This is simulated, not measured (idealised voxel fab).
A process module follows: voxel wiring stack.
Cross-section cut: width 165 nm, square cells of 5 nm.
Heads up, the way a cross-section reads in here is a grid of square cells, handed over as bands from the top down, with every band being one or more rows of cells. Band: top height; bottom height; in nm. Then, left to right: material with width in nm, for each material. "full width": a single material spanning edge to edge. "blank": empty space. The level at which height equals 0 is the one under which the wafer, as it arrives, is entirely one material. No lower edge exists for the bottom band, which continues downward and is notated as in "0..down". A two-number width, for instance "30->40", indicates that the width is equal to the first number in the top row of the band and to the second number in the bottom row, and that it changes by a constant amount per row of cells. Where the words "no alteration" appear for a step, the cross-section shows no cell changed by that step; every cell remained as before. Voids not open to the top, 8 cells minimum: see "Sealed-off cavities". Written width x height at distance; distance is from the left edge; nm. Where a step's line continues beyond its settings, the continuation is a remark by the simulator itself on that step. Each step line may optionally specify "overlay nm", which for a step with a mask gives the rightward distance between the mask's planned place and where it lay, a negative value indicating the leftward direction.
[Planned step list for the process]
1. RECEIVE | material Si
2. CONFORMAL_DEP | material SiO2 | thk nm 10
3. DIRECTIONAL_DEP | material TiN | thk nm 5
4. DIRECTIONAL_DEP | material Ru | thk nm 25
5. DIRECTIONAL_DEP | material aC | thk nm 15
6. PATTERN | tone cover | mask id METAL_1 | material resist | width nm 25 | pitch nm 45 | thk nm 35 | overlay nm 0
7. DIRECTIONAL_ETCH | etch materials aC | depth nm 15
8. STRIP | etch materials resist
9. DIRECTIONAL_ETCH | etch materials Ru | depth nm 25
10. DIRECTIONAL_ETCH | etch materials TiN | depth nm 5
11. STRIP | etch materials aC
12. FILL_DEP | material SiO2 | thk nm 5
13. CMP | height nm 40
14. CONFORMAL_DEP | material SiCN | thk nm 5
15. DIRECTIONAL_DEP | material SiO2 | thk nm 15
16. DIRECTIONAL_DEP | material aC | thk nm 10
17. PATTERN | tone open | mask id PLUG_1 | material resist | width nm 15 | thk nm 30 | overlay nm 0
18. DIRECTIONAL_ETCH | etch materials aC | depth nm 10
19. STRIP | etch materials resist
20. DIRECTIONAL_ETCH | etch materials SiO2 | depth nm 15
21. DIRECTIONAL_ETCH | etch materials SiCN | depth nm 5
22. STRIP | etch materials aC
23. CONFORMAL_DEP | material TiN | thk nm 5
24. FILL_DEP | material W | thk nm 10
25. CMP | height nm 60
26. DIRECTIONAL_DEP | material TiN | thk nm 5
27. DIRECTIONAL_DEP | material W | thk nm 20
28. DIRECTIONAL_DEP | material aC | thk nm 10
29. PATTERN | tone cover | mask id METAL_2 | material resist | width nm 25 | pitch nm 45 | thk nm 30 | overlay nm 0
30. DIRECTIONAL_ETCH | etch materials aC | depth nm 10
31. STRIP | etch materials resist
32. DIRECTIONAL_ETCH | etch materials W | depth nm 20
33. DIRECTIONAL_ETCH | etch materials TiN | depth nm 5
34. STRIP | etch materials aC
35. CONFORMAL_DEP | material SiCN | thk nm 5
36. FILL_DEP | material SiO2 | thk nm 5
37. CMP | height nm 85
38. CONFORMAL_DEP | material SiCN | thk nm 5
[Delivered wafer in cross-section: state after step 1]
	0..down = Si full width
	Sealed-off cavities: none
[First of two wafers, end-of-module section, run followed plan]
	90..85 = SiCN full width
	85..65 = 40 nm SiO2, 5 nm SiCN, 25 nm W, 5 nm SiCN, 10 nm SiO2, 5 nm SiCN, 25 nm W, 5 nm SiCN, 45 nm SiO2
	65..60 = 45 nm SiCN, 25 nm TiN, 20 nm SiCN, 25 nm TiN, 50 nm SiCN
	60..45 = 45 nm SiO2, 5 nm TiN, 5 nm W, 5 nm TiN, 105 nm SiO2
	45..40 = 45 nm SiCN, 15 nm TiN, 105 nm SiCN
	40..15 = 45 nm SiO2, 25 nm Ru, 20 nm SiO2, 25 nm Ru, 50 nm SiO2
	15..10 = 45 nm SiO2, 25 nm TiN, 20 nm SiO2, 25 nm TiN, 50 nm SiO2
	10..0 = SiO2 full width
	0..down = Si full width
	Sealed-off cavities: none
[End of module, second wafer, cross-section. Started like the first, planned like the first, run with one mistake]
	90..85 = SiCN full width
	85..65 = 45 nm W, 5 nm SiCN, 15 nm SiO2, 5 nm SiCN, 20 nm W, 5 nm SiCN, 15 nm SiO2, 5 nm SiCN, 50 nm W
	65..60 = 45 nm TiN, 25 nm SiCN, 20 nm TiN, 25 nm SiCN, 50 nm TiN
	60..45 = 45 nm SiO2, 5 nm TiN, 5 nm W, 5 nm TiN, 105 nm SiO2
	45..40 = 45 nm SiCN, 15 nm TiN, 105 nm SiCN
	40..15 = 45 nm SiO2, 25 nm Ru, 20 nm SiO2, 25 nm Ru, 50 nm SiO2
	15..10 = 45 nm SiO2, 25 nm TiN, 20 nm SiO2, 25 nm TiN, 50 nm SiO2
	10..0 = SiO2 full width
	0..down = Si full width
	Sealed-off cavities: none
Nonconformance to the process plan: step 29 went in with a setting other than planned; the actual run was PATTERN | tone open | mask id METAL_2 | material resist | width nm 25 | pitch nm 45 | thk nm 30 | overlay nm 0
Final comparison by cell count, materials where the second wafer has more or fewer than the first: 13 fewer of SiCN, 52 fewer of SiO2, 13 more of TiN, 52 more of W
